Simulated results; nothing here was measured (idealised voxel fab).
Documented hereafter: the process module known as voxel self aligned contacts.
Square cells of 5 nm make up the cross-section cut, whose width is 210 nm.
Cross-sections here: square-cell grids, written as top-down lists of bands, a band being one or more rows of cells. Each band's line starts with the height of the band's top and of its bottom, in nm. Then come its materials from left to right, each with its width in nm. One material with "throughout" fills the band from edge to edge. "empty" is empty space. Height reference: 0 = level under which incoming wafer is all one material. Lowest band: no bottom, runs on downward, e.g. "0 nm and below". Width "30..40": first value at the band's top row of cells, second value at its bottom row, equal change from row to row. Take "same as before" at face value: in the step it is given for, the cross-section changed in none of its cells. What "Unvented internal voids" gives you is every empty space of 8 cells or more that is cut off from the top. Each appears as width x height at distance, with the distance taken from the left edge and width, height and distance all in nm. after a step's settings: what the simulator itself notes on the step. overlay nm: mask offset rightward from planned place, masked step; negative means leftward offset.
## Steps in the process plan
| 1 | RECEIVE,material Si |
| 2 | OXIDIZE,depth nm 5 |
| 3 | DIRECTIONAL_DEP,material polySi,thk nm 25 |
| 4 | DIRECTIONAL_DEP,material SiN,thk nm 20 |
| 5 | PATTERN,tone cover,mask id GATE,material resist,width nm 30,pitch nm 55,thk nm 15,overlay nm 0 |
| 6 | DIRECTIONAL_ETCH,etch materials SiN,depth nm 20 |
| 7 | DIRECTIONAL_ETCH,etch materials polySi,depth nm 25 |
| 8 | STRIP,etch materials resist |
| 9 | CONFORMAL_DEP,material SiN,thk nm 5 |
| 10 | DIRECTIONAL_ETCH,etch materials SiN,depth nm 5 |
| 11 | FILL_DEP,material SiO2,thk nm 15 |
| 12 | CMP,height nm 55 |
| 13 | PATTERN,tone open,mask id CONTACT,material resist,width nm 35,pitch nm 55,thk nm 15,overlay nm 0 |
| 14 | DIRECTIONAL_ETCH,etch materials SiO2,depth nm 60 |
| 15 | STRIP,etch materials resist |
| 16 | CONFORMAL_DEP,material TiN,thk nm 5 |
| 17 | FILL_DEP,material W,thk nm 10 |
| 18 | CMP,height nm 55 |
| 19 | CONFORMAL_DEP,material SiCN,thk nm 5 |
## Cross-section, incoming material, after step 1
    0 nm and below = Si throughout
    Unvented internal voids: none
## first wafer at the end, as planned
    60 nm to 55 nm = SiCN throughout
    55 nm to 45 nm = SiO2 (60), TiN (5..15), W (25..5), TiN (5..15), SiO2 (20), TiN (5..15), W (25..5), TiN (5..15), SiO2 (60)
    45 nm to 25 nm = SiO2 (30), SiN (40), TiN (5), W (5), TiN (5), SiN (40), TiN (5), W (5), TiN (5), SiN (40), SiO2 (30)
    25 nm to 0 nm = SiO2 (30), SiN (5), polySi (30), SiN (5), TiN (5), W (5), TiN (5), SiN (5), polySi (30), SiN (5), TiN (5), W (5), TiN (5), SiN (5), polySi (30), SiN (5), SiO2 (30)
    0 nm to -5 nm = SiO2 (70), TiN (15), SiO2 (40), TiN (15), SiO2 (70)
    -5 nm and below = Si throughout
    Unvented internal voids: none
## Second of two wafers, module complete, sectioned: it shares the first wafer's start and plan but was run with one mistake
    70 nm to 65 nm = SiCN throughout
    65 nm to 60 nm = W throughout
    60 nm to 55 nm = TiN (65), W (25), TiN (30), W (25), TiN (65)
    55 nm to 45 nm = SiO2 (60), TiN (5..15), W (25..5), TiN (5..15), SiO2 (20), TiN (5..15), W (25..5), TiN (5..15), SiO2 (60)
    45 nm to 25 nm = SiO2 (30), SiN (40), TiN (5), W (5), TiN (5), SiN (40), TiN (5), W (5), TiN (5), SiN (40), SiO2 (30)
    25 nm to 0 nm = SiO2 (30), SiN (5), polySi (30), SiN (5), TiN (5), W (5), TiN (5), SiN (5), polySi (30), SiN (5), TiN (5), W (5), TiN (5), SiN (5), polySi (30), SiN (5), SiO2 (30)
    0 nm to -5 nm = SiO2 (70), TiN (15), SiO2 (40), TiN (15), SiO2 (70)
    -5 nm and below = Si throughout
    Unvented internal voids: none
What was the processing mistake? contrary to plan, step 18 was performed as CMP,height nm 65
The second wafer ends with more or fewer cells of some materials than the first, per final count: 32 more of TiN, 52 more of W
